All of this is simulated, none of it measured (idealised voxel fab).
Documented hereafter: the process module known as voxel wiring stack.
Displayed cross-section: cut, width of 210 nm, square cells sized 5 nm.
A cross-section in this document is a grid of square cells, and it is written down as bands, the top band listed before the ones below it; a band is made up of one or more rows of cells. Read a band's entry like this: the first values are the height of its top and the height of its bottom in nm, and what follows is the sequence of materials from left to right, each with its width in nm. Note that "blank" is empty space, and that a single material marked "throughout" reaches across the band from edge to edge. Zero point of the height axis is 0; under it, received wafer = one material. Lowest band: continues down indefinitely, "0..down". A width given as "30 to 40" starts at the first number in the band's top row and ends at the second number in its bottom row, shifting by an equal amount at every step from row to row. Where the words "no alteration" appear for a step, the cross-section shows no cell changed by that step; every cell remained as before. Heads up: "Trapped cavities" only lists the empty pockets with no open path to the top that are 8 cells or more, and it writes them as width x height at distance, distance from the left edge, in nm. Note: text after step settings on the step line = simulator remark on that step. On any step carrying a mask, the "overlay nm" setting, if present on the step's line, tells how far right of its planned place the mask lay; negative values point to the left.
[Process steps - plan]
1 RECEIVE (material Si)
2 CONFORMAL_DEP (material SiO2; thk nm 15)
3 DIRECTIONAL_DEP (material TiN; thk nm 5)
4 DIRECTIONAL_DEP (material W; thk nm 25)
5 DIRECTIONAL_DEP (material aC; thk nm 10)
6 PATTERN (tone cover; mask id METAL_1; material resist; width nm 30; pitch nm 50; thk nm 30; overlay nm 0)
7 DIRECTIONAL_ETCH (etch materials aC; depth nm 10)
8 STRIP (etch materials resist)
9 DIRECTIONAL_ETCH (etch materials W; depth nm 25)
10 DIRECTIONAL_ETCH (etch materials TiN; depth nm 5)
11 STRIP (etch materials aC)
12 CONFORMAL_DEP (material SiCN; thk nm 5)
13 FILL_DEP (material lowk; thk nm 10)
14 CMP (height nm 45)
15 CONFORMAL_DEP (material SiCN; thk nm 5)
16 DIRECTIONAL_DEP (material lowk; thk nm 20)
17 DIRECTIONAL_DEP (material aC; thk nm 10)
18 PATTERN (tone open; mask id PLUG_1; material resist; width nm 15; pitch nm 100; thk nm 25; overlay nm 0)
19 DIRECTIONAL_ETCH (etch materials aC; depth nm 10)
20 STRIP (etch materials resist)
21 DIRECTIONAL_ETCH (etch materials lowk; depth nm 20)
22 DIRECTIONAL_ETCH (etch materials SiCN; depth nm 5)
23 STRIP (etch materials aC)
24 EPI (material Ru; thk nm 10)
25 EPI (material Ru; thk nm 10)
26 EPI (material Ru; thk nm 5)
27 CONFORMAL_DEP (material SiCN; thk nm 5)
28 DIRECTIONAL_DEP (material SiO2; thk nm 25)
29 PATTERN (tone open; mask id METAL_2; material resist; width nm 30; pitch nm 50; thk nm 20; overlay nm 0)
30 DIRECTIONAL_ETCH (etch materials SiO2; depth nm 25)
31 DIRECTIONAL_ETCH (etch materials SiCN; depth nm 5)
32 STRIP (etch materials resist)
33 CONFORMAL_DEP (material TiN; thk nm 5)
34 FILL_DEP (material Ru; thk nm 10)
35 CMP (height nm 100)
36 CONFORMAL_DEP (material SiCN; thk nm 5)
37 DIRECTIONAL_DEP (material SiO2; thk nm 30)
38 PATTERN (tone open; mask id METAL_3; material resist; width nm 30; pitch nm 50; thk nm 20; overlay nm 0)
39 DIRECTIONAL_ETCH (etch materials SiO2; depth nm 20)
40 STRIP (etch materials resist)
41 MASKED_ETCH (tone open; mask id METAL_3_HOLES; width nm 15; pitch nm 50; etch materials SiO2; depth nm 10; overlay nm 0)
42 MASKED_ETCH (tone open; mask id METAL_3_HOLES; width nm 15; pitch nm 50; etch materials SiCN; depth nm 5; overlay nm 0)
43 CONFORMAL_DEP (material TiN; thk nm 5)
44 FILL_DEP (material Cu; thk nm 5)
45 CMP (height nm 135)
46 CONFORMAL_DEP (material SiCN; thk nm 5)
[Step 1 complete: cross-section of the wafer as received]
> 0..down  Si throughout
> Trapped cavities: none
[First wafer of two, sectioned at end of module; run went per plan]
> 140..135  SiCN throughout
> 135..120  40 SiO2; 5 TiN; 20 Cu; 5 TiN; 20 SiO2; 5 TiN; 20 Cu; 5 TiN; 20 SiO2; 5 TiN; 20 Cu; 5 TiN; 40 SiO2
> 120..115  40 SiO2; 5 TiN; 5 Cu; 20 TiN; 20 SiO2; 5 TiN; 5 Cu; 20 TiN; 20 SiO2; 5 TiN; 5 Cu; 20 TiN; 40 SiO2
> 115..105  40 SiO2; 5 TiN; 5 Cu; 5 TiN; 35 SiO2; 5 TiN; 5 Cu; 5 TiN; 35 SiO2; 5 TiN; 5 Cu; 5 TiN; 55 SiO2
> 105..100  40 SiCN; 15 TiN; 35 SiCN; 15 TiN; 35 SiCN; 15 TiN; 55 SiCN
> 100..75  40 SiO2; 5 TiN; 20 Ru; 5 TiN; 20 SiO2; 5 TiN; 20 Ru; 5 TiN; 20 SiO2; 5 TiN; 20 Ru; 5 TiN; 40 SiO2
> 75..70  40 SiCN; 30 TiN; 20 SiCN; 30 TiN; 20 SiCN; 30 TiN; 40 SiCN
> 70..50  40 lowk; 15 Ru; 85 lowk; 15 Ru; 55 lowk
> 50..45  40 SiCN; 15 Ru; 85 SiCN; 15 Ru; 55 SiCN
> 45..20  35 lowk; 5 SiCN; 30 W; 5 SiCN; 10 lowk; 5 SiCN; 30 W; 5 SiCN; 10 lowk; 5 SiCN; 30 W; 5 SiCN; 35 lowk
> 20..15  40 SiCN; 30 TiN; 20 SiCN; 30 TiN; 20 SiCN; 30 TiN; 40 SiCN
> 15..0  SiO2 throughout
> 0..down  Si throughout
> Trapped cavities: none
[This cross-section belongs to the second wafer of two at the end of the module; the start and the plan were shared with the first, and the run included one mistake]
> 140..135  SiCN throughout
> 135..120  40 SiO2; 5 TiN; 20 Cu; 5 TiN; 20 SiO2; 5 TiN; 20 Cu; 5 TiN; 20 SiO2; 5 TiN; 20 Cu; 5 TiN; 40 SiO2
> 120..115  40 SiO2; 5 TiN; 5 Cu; 20 TiN; 20 SiO2; 5 TiN; 5 Cu; 20 TiN; 20 SiO2; 5 TiN; 5 Cu; 20 TiN; 40 SiO2
> 115..105  40 SiO2; 5 TiN; 5 Cu; 5 TiN; 35 SiO2; 5 TiN; 5 Cu; 5 TiN; 35 SiO2; 5 TiN; 5 Cu; 5 TiN; 55 SiO2
> 105..100  40 SiCN; 15 TiN; 35 SiCN; 15 TiN; 35 SiCN; 15 TiN; 55 SiCN
> 100..85  40 SiO2; 5 TiN; 20 Ru; 5 TiN; 20 SiO2; 5 TiN; 20 Ru; 5 TiN; 20 SiO2; 5 TiN; 20 Ru; 5 TiN; 40 SiO2
> 85..80  25 SiO2; 15 SiCN; 30 TiN; 20 SiO2; 5 TiN; 20 Ru; 5 TiN; 5 SiO2; 15 SiCN; 30 TiN; 40 SiO2
> 80..75  25 SiO2; 5 SiCN; 35 Ru; 5 SiCN; 20 SiO2; 5 TiN; 20 Ru; 5 TiN; 5 SiO2; 5 SiCN; 35 Ru; 5 SiCN; 40 SiO2
> 75..70  30 SiCN; 35 Ru; 25 SiCN; 30 TiN; 10 SiCN; 35 Ru; 45 SiCN
> 70..50  40 lowk; 15 Ru; 85 lowk; 15 Ru; 55 lowk
> 50..45  40 SiCN; 15 Ru; 85 SiCN; 15 Ru; 55 SiCN
> 45..20  35 lowk; 5 SiCN; 30 W; 5 SiCN; 10 lowk; 5 SiCN; 30 W; 5 SiCN; 10 lowk; 5 SiCN; 30 W; 5 SiCN; 35 lowk
> 20..15  40 SiCN; 30 TiN; 20 SiCN; 30 TiN; 20 SiCN; 30 TiN; 40 SiCN
> 15..0  SiO2 throughout
> 0..down  Si throughout
> Trapped cavities: none
Misprocessing identified: one of 24 and 25 ran twice, no way to know which since they are all identical
Final tally in cells, some materials are higher or lower on the second wafer than on the first: Ru: 12 more, SiCN: 8 more, SiO2: 12 fewer, TiN: 8 fewer
